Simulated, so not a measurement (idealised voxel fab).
This is a process module. Its name is voxel double patterning.
Cross-sectional view cut (width: 210 nm; square cell size: 5 nm).
If you're reading a cross-section in this doc, picture square cells in a grid; it comes to you as bands, top ones listed first down to the bottom, and a band can be one or more rows of cells.
Quick guide to a band line: top height, bottom height (nm) up front; then every material left to right with its width in nm. Only one material and it's marked "edge to edge"? Then it fills the band edge to edge. And "air" just means empty space.
For the purposes of this specification, 0 denotes the height below which the wafer in its as-received condition is composed wholly of one material, and the lowermost band, lacking a lower limit, extends downward without end, as expressed in "0 down".
The two numbers in a width such as "30->40" mark its ends across the band: the first belongs to the top row of cells, the second to the bottom row, and from each row to the next the width moves by the same amount.
Where the words "changes: none" appear for a step, the cross-section shows no cell changed by that step; every cell remained as before.
Look at "Enclosed void list" for the closed voids: empty spaces with no open path to the top, sized 8 cells or up. Each is width x height at distance, distance from the left edge, all nm.
Post-settings text on a step line: simulator's own remark regarding the step.
A step line may carry the setting "overlay nm", which, for steps involving a mask, states the distance by which the mask lay to the right of its intended position; negative values denote displacement to the left.

[Planned step list for the process]
1) RECEIVE: material Si
2) CONFORMAL_DEP: material SiN, thk nm 10
3) DIRECTIONAL_DEP: material SiO2, thk nm 10
4) DIRECTIONAL_DEP: material SiCN, thk nm 10
5) MASKED_ETCH: tone open, mask id FIRST, width nm 15, pitch nm 50, etch materials SiCN, depth nm 10, overlay nm 0
6) MASKED_ETCH: tone open, mask id SECOND, width nm 15, pitch nm 50, etch materials SiCN, depth nm 10, overlay nm 0
7) DIRECTIONAL_ETCH: etch materials SiO2, depth nm 10
8) STRIP: etch materials SiCN

[So this is the incoming wafer in cross-section - it's already been through step 1]
0 down = Si edge to edge
Enclosed void list: none

[Final cross-section, module run with one mistake (start and plan as above)]
20 to 10 = SiO2: 35 / air: 15 / SiO2: 20 / air: 30 / SiO2: 20 / air: 30 / SiO2: 60
10 to 0 = SiN edge to edge
0 down = Si edge to edge
Enclosed void list: none
what went wrong: the process deviated at step 5: the operation and settings actually run there were MASKED_ETCH: tone open, mask id FIRST, width nm 15, pitch nm 50, etch materials SiCN, depth nm 10, overlay nm -10
